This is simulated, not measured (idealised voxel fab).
Process module in this document: voxel tone inversion
Pictured: cross-section cut, 225 nm wide, on a grid of 5 nm square cells.
Throughout this document, each cross-section is represented as a grid of square cells and is presented as a sequence of bands enumerated from the top downward, where a band comprises one or more rows of cells. Basically the band line says how high the top is and how high the bottom is, in nm, and then what's in it from left to right, every material with its width in nm. Empty space shows up as "empty", and if a single material carries "everywhere" it runs the full band edge to edge. A quick word on heights: they are counted from 0, and under that level the wafer as it came to us is one material throughout. The lowest band is different from the rest in having no bottom; it simply continues downward, written as in "from 0 down". Width: "30 to 40" (first number = top row, second number = bottom row, same change from row to row of cells). What does "changes: none" mean for a step? It means no cell of the cross-section changed in that step. The list in "Trapped cavities" covers empty spaces of 8 cells or more that cannot reach the top through any open way, and it gives each as width x height at distance; the distance is from the left edge, and width, height and distance are in nm. Where a step's line continues beyond its settings, the continuation is a remark by the simulator itself on that step. Regarding "overlay nm": on a step with a mask, it is the distance the mask lay to the right of its planned place; a negative value places it to the left.
SO HERE'S THE LINEUP OF PROCESS STEPS WE PLANNED
1: RECEIVE with material Si
2: CONFORMAL_DEP with material SiCN, thk nm 5
3: DIRECTIONAL_DEP with material polySi, thk nm 25
4: PATTERN with tone cover, mask id POSTS, material resist, width nm 25, pitch nm 50, thk nm 35, overlay nm 0
5: DIRECTIONAL_ETCH with etch materials polySi, depth nm 25
6: STRIP with etch materials resist
7: FILL_DEP with material lowk, thk nm 5
8: CMP with height nm 20
9: STRIP with etch materials polySi
Quick note for whoever runs this: the wafers start identical, but the height nm at step 8 isn't the same across them. The plan just shows what the first wafer had.
THE FIRST OF SEVERAL WAFERS AS RECEIVED, SHOWN IN CROSS-SECTION; THIS IS ITS STATE AFTER STEP 1
    from 0 down = Si everywhere
    Trapped cavities: none
WHAT FOLLOWS IS A TABLE IN WHICH EACH WAFER OCCUPIES A ROW; FOR THE WAFER AS IT STANDS AT THE CLOSE OF THE MODULE, THE ROW STATES, MATERIAL BY MATERIAL, HOW MANY CELLS HAVE BEEN GAINED (+) OR LOST (-) SINCE RECEIPT, AND THEN GIVES ITS CLOSED VOIDS
height nm 20 | +45 SiCN | +105 lowk | Trapped cavities: none
height nm 25 | +45 SiCN | +140 lowk | Trapped cavities: none
height nm 30 | +45 SiCN | +175 lowk | Trapped cavities: none
height nm 35 | +45 SiCN | +220 lowk | +50 polySi | Trapped cavities: none
